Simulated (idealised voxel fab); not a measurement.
Module name: voxel transistor to metal (process module)
Shown is cross-section cut, with a width of 210 nm and square cells of size 5 nm.
Cross-section spec: square-cell grid; bands listed top down; each band is one or more rows. Top, bottom (nm), then materials left to right with widths (nm); lone material tagged "full width" fills the whole band edge to edge; "blank" = empty space. Basically, 0 is our baseline, since under it the wafer straight out of the box is all one material. The bottom band has no lower end and keeps on going down, so it looks like "0 and below". Width: "30..40" (first number = top row, second number = bottom row, same change from row to row of cells). "no modifications" after a step means that no cell of the cross-section changed. Closed empty spaces (no open way to the top) of 8 cells or more are what "Closed void catalog" lists, each as width x height at distance from the left edge, nm for all three. Step line, after settings: the simulator's comment on this step. The optional step-line setting "overlay nm" applies to steps with a mask and quantifies how far to the right of its planned location the mask lay, a negative value indicating leftward placement. So the way this works: pairs, before and after one process step. The after picture only goes down to the lowest band that actually changed, nothing below. Step and its settings are under each pair. And watch out, pairs might come from different runs of this module, same starting wafer though, so a pair only follows on from the one above if its "Pre-process state" entry tells you so.
Pre-process state
* 25 down to 5  SiO2: 80 / SiN: 5 / HfO2: 5 / TiN: 5 / W: 15 / TiN: 5 / HfO2: 5 / SiN: 5 / SiO2: 85
* 5 down to 0  SiO2: 50 / SiN: 5 / SiO2: 25 / SiN: 5 / HfO2: 5 / TiN: 25 / HfO2: 5 / SiN: 5 / SiO2: 30 / SiN: 5 / SiO2: 50
* 0 down to -5  SiO2: 75 / SiGe: 5 / SiO2: 5 / HfO2: 35 / SiO2: 5 / SiGe: 5 / SiO2: 80
* -5 down to -10  SiO2: 55 / SiGe: 25 / Si: 45 / SiGe: 30 / SiO2: 55
* -10 down to -30  SiO2: 55 / Si: 100 / SiO2: 55
* -30 and below  Si full width
* Closed void catalog: none
Sectional View, Post-Process
* 40 down to 25  SiO2 full width
* At heights below 25, the structure remains unaltered.
* Closed void catalog: none
Between before and after as drawn above: DIRECTIONAL_DEP: material SiO2, thk nm 15
Pre-process state: starting point is the after cross-section of the pair just above.
Sectional View, Post-Process
* 55 down to 40  aC full width
* At heights below 40, the structure remains unaltered.
* Closed void catalog: none
Between before and after as drawn above: DIRECTIONAL_DEP: material aC, thk nm 15
Pre-process state: starting point is the after cross-section of the pair just above.
Sectional View, Post-Process
* 85 down to 55  resist: 55 / blank: 20 / resist: 55 / blank: 20 / resist: 60
* At heights below 55, the structure remains unaltered.
* Closed void catalog: none
Between before and after as drawn above: PATTERN: tone open, mask id CONTACT, material resist, width nm 20, pitch nm 75, thk nm 30, overlay nm 0
Pre-process state: starting point is the after cross-section of the pair just above.
Sectional View, Post-Process
* 70 down to 55  resist: 55 / blank: 20 / resist: 55 / blank: 20 / resist: 60
* 55 down to 40  aC: 55 / blank: 20 / aC: 55 / blank: 20 / aC: 60
* At heights below 40, the structure remains unaltered.
* Closed void catalog: none
Between before and after as drawn above: DIRECTIONAL_ETCH: etch materials aC, depth nm 15
Pre-process state: starting point is the after cross-section of the pair just above.
Sectional View, Post-Process
* 55 down to 40  aC: 55 / blank: 20 / aC: 55 / blank: 20 / aC: 60
* At heights below 40, the structure remains unaltered.
* Closed void catalog: none
Between before and after as drawn above: STRIP: etch materials resist
Pre-process state: starting point is the after cross-section of the pair just above.
Sectional View, Post-Process
* 55 down to 40  aC: 55 / blank: 20 / aC: 55 / blank: 20 / aC: 60
* 40 down to 25  SiO2: 55 / blank: 20 / SiO2: 55 / blank: 20 / SiO2: 60
* 25 down to 5  SiO2: 55 / blank: 20 / SiO2: 5 / SiN: 5 / HfO2: 5 / TiN: 5 / W: 15 / TiN: 5 / HfO2: 5 / SiN: 5 / SiO2: 5 / blank: 20 / SiO2: 60
* 5 down to 0  SiO2: 50 / SiN: 5 / blank: 20 / SiO2: 5 / SiN: 5 / HfO2: 5 / TiN: 25 / HfO2: 5 / SiN: 5 / SiO2: 5 / blank: 20 / SiO2: 5 / SiN: 5 / SiO2: 50
* 0 down to -5  SiO2: 55 / blank: 20 / SiGe: 5 / SiO2: 5 / HfO2: 35 / SiO2: 5 / SiGe: 5 / blank: 20 / SiO2: 60
* At heights below -5, the structure remains unaltered.
* Closed void catalog: none
Between before and after as drawn above: DIRECTIONAL_ETCH: etch materials SiO2, depth nm 45
Pre-process state: starting point is the after cross-section of the pair just above.
Sectional View, Post-Process
* 40 down to 25  SiO2: 55 / blank: 20 / SiO2: 55 / blank: 20 / SiO2: 60
* At heights below 25, the structure remains unaltered.
* Closed void catalog: none
Between before and after as drawn above: STRIP: etch materials aC
Pre-process state: starting point is the after cross-section of the pair just above.
Sectional View, Post-Process
* 45 down to 40  TiN: 60 / blank: 10 / TiN: 65 / blank: 10 / TiN: 65
* 40 down to 25  SiO2: 55 / TiN: 5 / blank: 10 / TiN: 5 / SiO2: 55 / TiN: 5 / blank: 10 / TiN: 5 / SiO2: 60
* 25 down to 5  SiO2: 55 / TiN: 5 / blank: 10 / TiN: 5 / SiO2: 5 / SiN: 5 / HfO2: 5 / TiN: 5 / W: 15 / TiN: 5 / HfO2: 5 / SiN: 5 / SiO2: 5 / TiN: 5 / blank: 10 / TiN: 5 / SiO2: 60
* 5 down to 0  SiO2: 50 / SiN: 5 / TiN: 5 / blank: 10 / TiN: 5 / SiO2: 5 / SiN: 5 / HfO2: 5 / TiN: 25 / HfO2: 5 / SiN: 5 / SiO2: 5 / TiN: 5 / blank: 10 / TiN: 5 / SiO2: 5 / SiN: 5 / SiO2: 50
* 0 down to -5  SiO2: 55 / TiN: 20 / SiGe: 5 / SiO2: 5 / HfO2: 35 / SiO2: 5 / SiGe: 5 / TiN: 20 / SiO2: 60
* At heights below -5, the structure remains unaltered.
* Closed void catalog: none
Between before and after as drawn above: CONFORMAL_DEP: material TiN, thk nm 5
Pre-process state: starting point is the after cross-section of the pair just above.
Sectional View, Post-Process
* 50 down to 45  W full width
* 45 down to 40  TiN: 60 / W: 10 / TiN: 65 / W: 10 / TiN: 65
* 40 down to 25  SiO2: 55 / TiN: 5 / W: 10 / TiN: 5 / SiO2: 55 / TiN: 5 / W: 10 / TiN: 5 / SiO2: 60
* 25 down to 5  SiO2: 55 / TiN: 5 / W: 10 / TiN: 5 / SiO2: 5 / SiN: 5 / HfO2: 5 / TiN: 5 / W: 15 / TiN: 5 / HfO2: 5 / SiN: 5 / SiO2: 5 / TiN: 5 / W: 10 / TiN: 5 / SiO2: 60
* 5 down to 0  SiO2: 50 / SiN: 5 / TiN: 5 / W: 10 / TiN: 5 / SiO2: 5 / SiN: 5 / HfO2: 5 / TiN: 25 / HfO2: 5 / SiN: 5 / SiO2: 5 / TiN: 5 / W: 10 / TiN: 5 / SiO2: 5 / SiN: 5 / SiO2: 50
* At heights below 0, the structure remains unaltered.
* Closed void catalog: none
Between before and after as drawn above: FILL_DEP: material W, thk nm 5
Pre-process state: starting point is the after cross-section of the pair just above.
Sectional View, Post-Process
* 40 down to 25  SiO2: 55 / TiN: 5 / W: 10 / TiN: 5 / SiO2: 55 / TiN: 5 / W: 10 / TiN: 5 / SiO2: 60
* At heights below 25, the structure remains unaltered.
* Closed void catalog: none
Between before and after as drawn above: CMP: height nm 40
Pre-process state: starting point is the after cross-section of the pair just above.
Sectional View, Post-Process
* 45 down to 40  SiN full width
* At heights below 40, the structure remains unaltered.
* Closed void catalog: none
Between before and after as drawn above: CONFORMAL_DEP: material SiN, thk nm 5
Pre-process state: starting point is the after cross-section of the pair just above.
Sectional View, Post-Process
* 60 down to 45  SiO2 full width
* At heights below 45, the structure remains unaltered.
* Closed void catalog: none
Between before and after as drawn above: DIRECTIONAL_DEP: material SiO2, thk nm 15
Pre-process state: starting point is the after cross-section of the pair just above.
Sectional View, Post-Process
* 60 down to 45  SiO2: 55 / blank: 20 / SiO2: 55 / blank: 20 / SiO2: 60
* At heights below 45, the structure remains unaltered.
* Closed void catalog: none
Between before and after as drawn above: MASKED_ETCH: tone open, mask id METAL_1, width nm 20, pitch nm 75, etch materials SiO2, depth nm 15, overlay nm 0
Pre-process state: starting point is the after cross-section of the pair just above.
Sectional View, Post-Process
* 60 down to 45  SiO2: 55 / blank: 20 / SiO2: 55 / blank: 20 / SiO2: 60
* 45 down to 40  SiN: 55 / blank: 20 / SiN: 55 / blank: 20 / SiN: 60
* At heights below 40, the structure remains unaltered.
* Closed void catalog: none
Between before and after as drawn above: MASKED_ETCH: tone open, mask id METAL_1, width nm 20, pitch nm 75, etch materials SiN, depth nm 5, overlay nm 0
Pre-process state: starting point is the after cross-section of the pair just above.
Sectional View, Post-Process
* 65 down to 60  TiN: 60 / blank: 10 / TiN: 65 / blank: 10 / TiN: 65
* 60 down to 45  SiO2: 55 / TiN: 5 / blank: 10 / TiN: 5 / SiO2: 55 / TiN: 5 / blank: 10 / TiN: 5 / SiO2: 60
* 45 down to 40  SiN: 55 / TiN: 20 / SiN: 55 / TiN: 20 / SiN: 60
* At heights below 40, the structure remains unaltered.
* Closed void catalog: none
Between before and after as drawn above: CONFORMAL_DEP: material TiN, thk nm 5
Pre-process state: starting point is the after cross-section of the pair just above.
Sectional View, Post-Process
* 70 down to 65  Cu full width
* 65 down to 60  TiN: 60 / Cu: 10 / TiN: 65 / Cu: 10 / TiN: 65
* 60 down to 45  SiO2: 55 / TiN: 5 / Cu: 10 / TiN: 5 / SiO2: 55 / TiN: 5 / Cu: 10 / TiN: 5 / SiO2: 60
* At heights below 45, the structure remains unaltered.
* Closed void catalog: none
Between before and after as drawn above: FILL_DEP: material Cu, thk nm 5
Pre-process state: starting point is the after cross-section of the pair just above.
Sectional View, Post-Process
* 60 down to 45  SiO2: 55 / TiN: 5 / Cu: 10 / TiN: 5 / SiO2: 55 / TiN: 5 / Cu: 10 / TiN: 5 / SiO2: 60
* At heights below 45, the structure remains unaltered.
* Closed void catalog: none
Between before and after as drawn above: CMP: height nm 60
Pre-process state: starting point is the after cross-section of the pair just above.
Sectional View, Post-Process
* 65 down to 60  blank: 50 / Ru: 30 / blank: 45 / Ru: 30 / blank: 55
* At heights below 60, the structure remains unaltered.
* Closed void catalog: none
Between before and after as drawn above: EPI: material Ru, thk nm 5
Pre-process state: starting point is the after cross-section of the pair just above.
Sectional View, Post-Process
* 70 down to 65  SiCN full width
* 65 down to 60  SiCN: 50 / Ru: 30 / SiCN: 45 / Ru: 30 / SiCN: 55
* At heights below 60, the structure remains unaltered.
* Closed void catalog: none
Between before and after as drawn above: FILL_DEP: material SiCN, thk nm 5
Pre-process state
* 55 down to 40  aC full width
* 40 down to 25  SiO2 full width
* 25 down to 5  SiO2: 80 / SiN: 5 / HfO2: 5 / TiN: 5 / W: 15 / TiN: 5 / HfO2: 5 / SiN: 5 / SiO2: 85
* 5 down to 0  SiO2: 50 / SiN: 5 / SiO2: 25 / SiN: 5 / HfO2: 5 / TiN: 25 / HfO2: 5 / SiN: 5 / SiO2: 25 / SiN: 5 / SiO2: 55
* 0 down to -5  SiO2: 75 / SiGe: 5 / SiO2: 5 / HfO2: 35 / SiO2: 5 / SiGe: 5 / SiO2: 80
* -5 down to -10  SiO2: 55 / SiGe: 25 / Si: 45 / SiGe: 25 / SiO2: 60
* -10 down to -30  SiO2: 55 / Si: 95 / SiO2: 60
* -30 and below  Si full width
* Closed void catalog: none
Sectional View, Post-Process
* 85 down to 55  resist: 45 / blank: 20 / resist: 55 / blank: 20 / resist: 70
* At heights below 55, the structure remains unaltered.
* Closed void catalog: none
Between before and after as drawn above: PATTERN: tone open, mask id CONTACT, material resist, width nm 20, pitch nm 75, thk nm 30, overlay nm -10
Pre-process state: starting point is the after cross-section of the pair just above.
Sectional View, Post-Process
* 70 down to 55  resist: 45 / blank: 20 / resist: 55 / blank: 20 / resist: 70
* 55 down to 40  aC: 45 / blank: 20 / aC: 55 / blank: 20 / aC: 70
* At heights below 40, the structure remains unaltered.
* Closed void catalog: none
Between before and after as drawn above: DIRECTIONAL_ETCH: etch materials aC, depth nm 15
Pre-process state: starting point is the after cross-section of the pair just above.
Sectional View, Post-Process
* 55 down to 40  aC: 45 / blank: 20 / aC: 55 / blank: 20 / aC: 70
* At heights below 40, the structure remains unaltered.
* Closed void catalog: none
Between before and after as drawn above: STRIP: etch materials resist
Pre-process state: starting point is the after cross-section of the pair just above.
Sectional View, Post-Process
* 55 down to 40  aC: 45 / blank: 20 / aC: 55 / blank: 20 / aC: 70
* 40 down to 25  SiO2: 45 / blank: 20 / SiO2: 55 / blank: 20 / SiO2: 70
* 25 down to 5  SiO2: 45 / blank: 20 / SiO2: 15 / SiN: 5 / HfO2: 5 / TiN: 5 / W: 15 / TiN: 5 / HfO2: 5 / SiN: 5 / blank: 15 / SiO2: 70
* 5 down to 0  SiO2: 45 / blank: 5 / SiN: 5 / blank: 10 / SiO2: 15 / SiN: 5 / HfO2: 5 / TiN: 25 / HfO2: 5 / SiN: 5 / blank: 15 / SiO2: 10 / SiN: 5 / SiO2: 55
* 0 down to -5  SiO2: 45 / blank: 5 / SiO2: 5 / blank: 10 / SiO2: 10 / SiGe: 5 / SiO2: 5 / HfO2: 35 / SiO2: 5 / SiGe: 5 / blank: 10 / SiO2: 70
* At heights below -5, the structure remains unaltered.
* Closed void catalog: none
Between before and after as drawn above: DIRECTIONAL_ETCH: etch materials SiO2, depth nm 45
Pre-process state: starting point is the after cross-section of the pair just above.
Sectional View, Post-Process
* 40 down to 25  SiO2: 45 / blank: 20 / SiO2: 55 / blank: 20 / SiO2: 70
* At heights below 25, the structure remains unaltered.
* Closed void catalog: none
Between before and after as drawn above: STRIP: etch materials aC
Pre-process state: starting point is the after cross-section of the pair just above.
Sectional View, Post-Process
* 45 down to 40  TiN: 50 / blank: 10 / TiN: 65 / blank: 10 / TiN: 75
* 40 down to 30  SiO2: 45 / TiN: 5 / blank: 10 / TiN: 5 / SiO2: 55 / TiN: 5 / blank: 10 / TiN: 5 / SiO2: 70
* 30 down to 25  SiO2: 45 / TiN: 5 / blank: 10 / TiN: 5 / SiO2: 55 / TiN: 10 / blank: 5 / TiN: 5 / SiO2: 70
* 25 down to 10  SiO2: 45 / TiN: 5 / blank: 10 / TiN: 5 / SiO2: 15 / SiN: 5 / HfO2: 5 / TiN: 5 / W: 15 / TiN: 5 / HfO2: 5 / SiN: 5 / TiN: 5 / blank: 5 / TiN: 5 / SiO2: 70
* 10 down to 5  SiO2: 45 / TiN: 20 / SiO2: 15 / SiN: 5 / HfO2: 5 / TiN: 5 / W: 15 / TiN: 5 / HfO2: 5 / SiN: 5 / TiN: 5 / blank: 5 / TiN: 5 / SiO2: 70
* 5 down to 0  SiO2: 45 / TiN: 5 / SiN: 5 / TiN: 10 / SiO2: 15 / SiN: 5 / HfO2: 5 / TiN: 25 / HfO2: 5 / SiN: 5 / TiN: 15 / SiO2: 10 / SiN: 5 / SiO2: 55
* 0 down to -5  SiO2: 45 / TiN: 5 / SiO2: 5 / TiN: 10 / SiO2: 10 / SiGe: 5 / SiO2: 5 / HfO2: 35 / SiO2: 5 / SiGe: 5 / TiN: 10 / SiO2: 70
* At heights below -5, the structure remains unaltered.
* Closed void catalog: none
Between before and after as drawn above: CONFORMAL_DEP: material TiN, thk nm 5
Pre-process state: starting point is the after cross-section of the pair just above.
Sectional View, Post-Process
* 50 down to 45  W full width
* 45 down to 40  TiN: 50 / W: 10 / TiN: 65 / W: 10 / TiN: 75
* 40 down to 30  SiO2: 45 / TiN: 5 / W: 10 / TiN: 5 / SiO2: 55 / TiN: 5 / W: 10 / TiN: 5 / SiO2: 70
* 30 down to 25  SiO2: 45 / TiN: 5 / W: 10 / TiN: 5 / SiO2: 55 / TiN: 10 / W: 5 / TiN: 5 / SiO2: 70
* 25 down to 10  SiO2: 45 / TiN: 5 / W: 10 / TiN: 5 / SiO2: 15 / SiN: 5 / HfO2: 5 / TiN: 5 / W: 15 / TiN: 5 / HfO2: 5 / SiN: 5 / TiN: 5 / W: 5 / TiN: 5 / SiO2: 70
* 10 down to 5  SiO2: 45 / TiN: 20 / SiO2: 15 / SiN: 5 / HfO2: 5 / TiN: 5 / W: 15 / TiN: 5 / HfO2: 5 / SiN: 5 / TiN: 5 / W: 5 / TiN: 5 / SiO2: 70
* At heights below 5, the structure remains unaltered.
* Closed void catalog: none
Between before and after as drawn above: FILL_DEP: material W, thk nm 5
Pre-process state: starting point is the after cross-section of the pair just above.
Sectional View, Post-Process
* 40 down to 30  SiO2: 45 / TiN: 5 / W: 10 / TiN: 5 / SiO2: 55 / TiN: 5 / W: 10 / TiN: 5 / SiO2: 70
* At heights below 30, the structure remains unaltered.
* Closed void catalog: none
Between before and after as drawn above: CMP: height nm 40
Pre-process state: starting point is the after cross-section of the pair just above.
Sectional View, Post-Process
* 45 down to 40  SiN full width
* At heights below 40, the structure remains unaltered.
* Closed void catalog: none
Between before and after as drawn above: CONFORMAL_DEP: material SiN, thk nm 5
Pre-process state: starting point is the after cross-section of the pair just above.
Sectional View, Post-Process
* 60 down to 45  SiO2 full width
* At heights below 45, the structure remains unaltered.
* Closed void catalog: none
Between before and after as drawn above: DIRECTIONAL_DEP: material SiO2, thk nm 15
Pre-process state: starting point is the after cross-section of the pair just above.
Sectional View, Post-Process
* 60 down to 45  SiO2: 55 / blank: 20 / SiO2: 55 / blank: 20 / SiO2: 60
* At heights below 45, the structure remains unaltered.
* Closed void catalog: none
Between before and after as drawn above: MASKED_ETCH: tone open, mask id METAL_1, width nm 20, pitch nm 75, etch materials SiO2, depth nm 15, overlay nm 0
Pre-process state: starting point is the after cross-section of the pair just above.
Sectional View, Post-Process
* 60 down to 45  SiO2: 55 / blank: 20 / SiO2: 55 / blank: 20 / SiO2: 60
* 45 down to 40  SiN: 55 / blank: 20 / SiN: 55 / blank: 20 / SiN: 60
* At heights below 40, the structure remains unaltered.
* Closed void catalog: none
Between before and after as drawn above: MASKED_ETCH: tone open, mask id METAL_1, width nm 20, pitch nm 75, etch materials SiN, depth nm 5, overlay nm 0
Pre-process state: starting point is the after cross-section of the pair just above.
Sectional View, Post-Process
* 65 down to 60  TiN: 60 / blank: 10 / TiN: 65 / blank: 10 / TiN: 65
* 60 down to 45  SiO2: 55 / TiN: 5 / blank: 10 / TiN: 5 / SiO2: 55 / TiN: 5 / blank: 10 / TiN: 5 / SiO2: 60
* 45 down to 40  SiN: 55 / TiN: 20 / SiN: 55 / TiN: 20 / SiN: 60
* At heights below 40, the structure remains unaltered.
* Closed void catalog: none
Between before and after as drawn above: CONFORMAL_DEP: material TiN, thk nm 5
Pre-process state: starting point is the after cross-section of the pair just above.
Sectional View, Post-Process
* 70 down to 65  Cu full width
* 65 down to 60  TiN: 60 / Cu: 10 / TiN: 65 / Cu: 10 / TiN: 65
* 60 down to 45  SiO2: 55 / TiN: 5 / Cu: 10 / TiN: 5 / SiO2: 55 / TiN: 5 / Cu: 10 / TiN: 5 / SiO2: 60
* At heights below 45, the structure remains unaltered.
* Closed void catalog: none
Between before and after as drawn above: FILL_DEP: material Cu, thk nm 5
Pre-process state: starting point is the after cross-section of the pair just above.
Sectional View, Post-Process
* 60 down to 45  SiO2: 55 / TiN: 5 / Cu: 10 / TiN: 5 / SiO2: 55 / TiN: 5 / Cu: 10 / TiN: 5 / SiO2: 60
* At heights below 45, the structure remains unaltered.
* Closed void catalog: none
Between before and after as drawn above: CMP: height nm 60
Pre-process state: starting point is the after cross-section of the pair just above.
Sectional View, Post-Process
* 65 down to 60  blank: 50 / Ru: 30 / blank: 45 / Ru: 30 / blank: 55
* At heights below 60, the structure remains unaltered.
* Closed void catalog: none
Between before and after as drawn above: EPI: material Ru, thk nm 5
Pre-process state: starting point is the after cross-section of the pair just above.
Sectional View, Post-Process
* 70 down to 65  SiCN full width
* 65 down to 60  SiCN: 50 / Ru: 30 / SiCN: 45 / Ru: 30 / SiCN: 55
* At heights below 60, the structure remains unaltered.
* Closed void catalog: none
Between before and after as drawn above: FILL_DEP: material SiCN, thk nm 5
Pre-process state
* 45 down to 40  SiN full width
* 40 down to 25  SiO2: 55 / TiN: 5 / W: 10 / TiN: 5 / SiO2: 55 / TiN: 5 / W: 10 / TiN: 5 / SiO2: 60
* 25 down to 5  SiO2: 55 / TiN: 5 / W: 10 / TiN: 5 / SiO2: 5 / SiN: 5 / HfO2: 5 / TiN: 5 / W: 15 / TiN: 5 / HfO2: 5 / SiN: 5 / SiO2: 5 / TiN: 5 / W: 10 / TiN: 5 / SiO2: 60
* 5 down to 0  SiO2: 50 / SiN: 5 / TiN: 5 / W: 10 / TiN: 5 / SiO2: 5 / SiN: 5 / HfO2: 5 / TiN: 25 / HfO2: 5 / SiN: 5 / SiO2: 5 / TiN: 5 / W: 10 / TiN: 5 / SiN: 5 / SiO2: 55
* 0 down to -5  SiO2: 55 / TiN: 20 / SiGe: 5 / SiO2: 5 / HfO2: 35 / SiO2: 5 / SiGe: 5 / TiN: 20 / SiO2: 60
* -5 down to -10  SiO2: 55 / SiGe: 25 / Si: 45 / SiGe: 25 / SiO2: 60
* -10 down to -30  SiO2: 55 / Si: 95 / SiO2: 60
* -30 and below  Si full width
* Closed void catalog: none
Sectional View, Post-Process
* 60 down to 45  Cu full width
* At heights below 45, the structure remains unaltered.
* Closed void catalog: none
Between before and after as drawn above: DIRECTIONAL_DEP: material Cu, thk nm 15
Pre-process state: starting point is the after cross-section of the pair just above.
Sectional View, Post-Process
* 65 down to 60  TiN full width
* At heights below 60, the structure remains unaltered.
* Closed void catalog: none
Between before and after as drawn above: CONFORMAL_DEP: material TiN, thk nm 5
Pre-process state: starting point is the after cross-section of the pair just above.
Sectional View, Post-Process
* 70 down to 65  Cu full width
* At heights below 65, the structure remains unaltered.
* Closed void catalog: none
Between before and after as drawn above: FILL_DEP: material Cu, thk nm 5
Pre-process state: starting point is the after cross-section of the pair just above.
Sectional View, Post-Process
* 60 down to 45  Cu full width
* At heights below 45, the structure remains unaltered.
* Closed void catalog: none
Between before and after as drawn above: CMP: height nm 60
Pre-process state: starting point is the after cross-section of the pair just above.
Sectional View, Post-Process
* 65 down to 60  Ru full width
* At heights below 60, the structure remains unaltered.
* Closed void catalog: none
Between before and after as drawn above: EPI: material Ru, thk nm 5
Pre-process state: starting point is the after cross-section of the pair just above.
Sectional View, Post-Process
* 70 down to 65  SiCN full width
* At heights below 65, the structure remains unaltered.
* Closed void catalog: none
Between before and after as drawn above: FILL_DEP: material SiCN, thk nm 5
Pre-process state
* 55 down to 40  aC full width
* 40 down to 25  SiO2 full width
* 25 down to 5  SiO2: 80 / SiN: 5 / HfO2: 5 / TiN: 5 / W: 15 / TiN: 5 / HfO2: 5 / SiN: 5 / SiO2: 85
* 5 down to 0  SiO2: 50 / SiN: 5 / SiO2: 25 / SiN: 5 / HfO2: 5 / TiN: 25 / HfO2: 5 / SiN: 5 / SiO2: 25 / SiN: 5 / SiO2: 55
* 0 down to -5  SiO2: 75 / SiGe: 5 / SiO2: 5 / HfO2: 35 / SiO2: 5 / SiGe: 5 / SiO2: 80
* -5 down to -10  SiO2: 55 / SiGe: 25 / Si: 45 / SiGe: 25 / SiO2: 60
* -10 down to -30  SiO2: 55 / Si: 95 / SiO2: 60
* -30 and below  Si full width
* Closed void catalog: none
Sectional View, Post-Process
* 85 down to 55  blank: 55 / resist: 20 / blank: 55 / resist: 20 / blank: 60
* At heights below 55, the structure remains unaltered.
* Closed void catalog: none
Between before and after as drawn above: PATTERN: tone cover, mask id CONTACT, material resist, width nm 20, pitch nm 75, thk nm 30, overlay nm 0
Pre-process state: starting point is the after cross-section of the pair just above.
Sectional View, Post-Process
* 70 down to 55  blank: 55 / resist: 20 / blank: 55 / resist: 20 / blank: 60
* 55 down to 40  blank: 55 / aC: 20 / blank: 55 / aC: 20 / blank: 60
* At heights below 40, the structure remains unaltered.
* Closed void catalog: none
Between before and after as drawn above: DIRECTIONAL_ETCH: etch materials aC, depth nm 15
Pre-process state: starting point is the after cross-section of the pair just above.
Sectional View, Post-Process
* 55 down to 40  blank: 55 / aC: 20 / blank: 55 / aC: 20 / blank: 60
* At heights below 40, the structure remains unaltered.
* Closed void catalog: none
Between before and after as drawn above: STRIP: etch materials resist
Pre-process state: starting point is the after cross-section of the pair just above.
Sectional View, Post-Process
* 55 down to 40  blank: 55 / aC: 20 / blank: 55 / aC: 20 / blank: 60
* 40 down to 25  blank: 55 / SiO2: 20 / blank: 55 / SiO2: 20 / blank: 60
* 25 down to 5  blank: 55 / SiO2: 20 / blank: 5 / SiN: 5 / HfO2: 5 / TiN: 5 / W: 15 / TiN: 5 / HfO2: 5 / SiN: 5 / blank: 5 / SiO2: 20 / blank: 60
* 5 down to 0  blank: 50 / SiN: 5 / SiO2: 20 / blank: 5 / SiN: 5 / HfO2: 5 / TiN: 25 / HfO2: 5 / SiN: 5 / blank: 5 / SiO2: 20 / SiN: 5 / blank: 55
* 0 down to -5  blank: 50 / SiO2: 25 / SiGe: 5 / SiO2: 5 / HfO2: 35 / SiO2: 5 / SiGe: 5 / SiO2: 25 / blank: 55
* At heights below -5, the structure remains unaltered.
* Closed void catalog: none
Between before and after as drawn above: DIRECTIONAL_ETCH: etch materials SiO2, depth nm 45
Pre-process state: starting point is the after cross-section of the pair just above.
Sectional View, Post-Process
* 40 down to 25  blank: 55 / SiO2: 20 / blank: 55 / SiO2: 20 / blank: 60
* At heights below 25, the structure remains unaltered.
* Closed void catalog: none
Between before and after as drawn above: STRIP: etch materials aC
Pre-process state: starting point is the after cross-section of the pair just above.
Sectional View, Post-Process
* 45 down to 40  blank: 50 / TiN: 30 / blank: 45 / TiN: 30 / blank: 55
* 40 down to 30  blank: 50 / TiN: 5 / SiO2: 20 / TiN: 5 / blank: 45 / TiN: 5 / SiO2: 20 / TiN: 5 / blank: 55
* 30 down to 25  blank: 50 / TiN: 5 / SiO2: 20 / TiN: 55 / SiO2: 20 / TiN: 5 / blank: 55
* 25 down to 10  blank: 50 / TiN: 5 / SiO2: 20 / TiN: 5 / SiN: 5 / HfO2: 5 / TiN: 5 / W: 15 / TiN: 5 / HfO2: 5 / SiN: 5 / TiN: 5 / SiO2: 20 / TiN: 5 / blank: 55
* 10 down to 5  blank: 45 / TiN: 10 / SiO2: 20 / TiN: 5 / SiN: 5 / HfO2: 5 / TiN: 5 / W: 15 / TiN: 5 / HfO2: 5 / SiN: 5 / TiN: 5 / SiO2: 20 / TiN: 10 / blank: 50
* 5 down to 0  blank: 45 / TiN: 5 / SiN: 5 / SiO2: 20 / TiN: 5 / SiN: 5 / HfO2: 5 / TiN: 25 / HfO2: 5 / SiN: 5 / TiN: 5 / SiO2: 20 / SiN: 5 / TiN: 5 / blank: 50
* 0 down to -5  TiN: 50 / SiO2: 25 / SiGe: 5 / SiO2: 5 / HfO2: 35 / SiO2: 5 / SiGe: 5 / SiO2: 25 / TiN: 55
* At heights below -5, the structure remains unaltered.
* Closed void catalog: none
Between before and after as drawn above: CONFORMAL_DEP: material TiN, thk nm 5
Pre-process state: starting point is the after cross-section of the pair just above.
Sectional View, Post-Process
* 50 down to 45  W full width
* 45 down to 40  W: 50 / TiN: 30 / W: 45 / TiN: 30 / W: 55
* 40 down to 30  W: 50 / TiN: 5 / SiO2: 20 / TiN: 5 / W: 45 / TiN: 5 / SiO2: 20 / TiN: 5 / W: 55
* 30 down to 25  W: 50 / TiN: 5 / SiO2: 20 / TiN: 55 / SiO2: 20 / TiN: 5 / W: 55
* 25 down to 10  W: 50 / TiN: 5 / SiO2: 20 / TiN: 5 / SiN: 5 / HfO2: 5 / TiN: 5 / W: 15 / TiN: 5 / HfO2: 5 / SiN: 5 / TiN: 5 / SiO2: 20 / TiN: 5 / W: 55
* 10 down to 5  W: 45 / TiN: 10 / SiO2: 20 / TiN: 5 / SiN: 5 / HfO2: 5 / TiN: 5 / W: 15 / TiN: 5 / HfO2: 5 / SiN: 5 / TiN: 5 / SiO2: 20 / TiN: 10 / W: 50
* 5 down to 0  W: 45 / TiN: 5 / SiN: 5 / SiO2: 20 / TiN: 5 / SiN: 5 / HfO2: 5 / TiN: 25 / HfO2: 5 / SiN: 5 / TiN: 5 / SiO2: 20 / SiN: 5 / TiN: 5 / W: 50
* At heights below 0, the structure remains unaltered.
* Closed void catalog: none
Between before and after as drawn above: FILL_DEP: material W, thk nm 5
Pre-process state: starting point is the after cross-section of the pair just above.
Sectional View, Post-Process
* 40 down to 30  W: 50 / TiN: 5 / SiO2: 20 / TiN: 5 / W: 45 / TiN: 5 / SiO2: 20 / TiN: 5 / W: 55
* At heights below 30, the structure remains unaltered.
* Closed void catalog: none
Between before and after as drawn above: CMP: height nm 40
Pre-process state: starting point is the after cross-section of the pair just above.
Sectional View, Post-Process
* 45 down to 40  SiN full width
* At heights below 40, the structure remains unaltered.
* Closed void catalog: none
Between before and after as drawn above: CONFORMAL_DEP: material SiN, thk nm 5
Pre-process state: starting point is the after cross-section of the pair just above.
Sectional View, Post-Process
* 60 down to 45  SiO2 full width
* At heights below 45, the structure remains unaltered.
* Closed void catalog: none
Between before and after as drawn above: DIRECTIONAL_DEP: material SiO2, thk nm 15
Pre-process state: starting point is the after cross-section of the pair just above.
Sectional View, Post-Process
* 60 down to 45  SiO2: 55 / blank: 20 / SiO2: 55 / blank: 20 / SiO2: 60
* At heights below 45, the structure remains unaltered.
* Closed void catalog: none
Between before and after as drawn above: MASKED_ETCH: tone open, mask id METAL_1, width nm 20, pitch nm 75, etch materials SiO2, depth nm 15, overlay nm 0
Pre-process state: starting point is the after cross-section of the pair just above.
Sectional View, Post-Process
* 60 down to 45  SiO2: 55 / blank: 20 / SiO2: 55 / blank: 20 / SiO2: 60
* 45 down to 40  SiN: 55 / blank: 20 / SiN: 55 / blank: 20 / SiN: 60
* At heights below 40, the structure remains unaltered.
* Closed void catalog: none
Between before and after as drawn above: MASKED_ETCH: tone open, mask id METAL_1, width nm 20, pitch nm 75, etch materials SiN, depth nm 5, overlay nm 0
Pre-process state: starting point is the after cross-section of the pair just above.
Sectional View, Post-Process
* 65 down to 60  TiN: 60 / blank: 10 / TiN: 65 / blank: 10 / TiN: 65
* 60 down to 45  SiO2: 55 / TiN: 5 / blank: 10 / TiN: 5 / SiO2: 55 / TiN: 5 / blank: 10 / TiN: 5 / SiO2: 60
* 45 down to 40  SiN: 55 / TiN: 20 / SiN: 55 / TiN: 20 / SiN: 60
* At heights below 40, the structure remains unaltered.
* Closed void catalog: none
Between before and after as drawn above: CONFORMAL_DEP: material TiN, thk nm 5
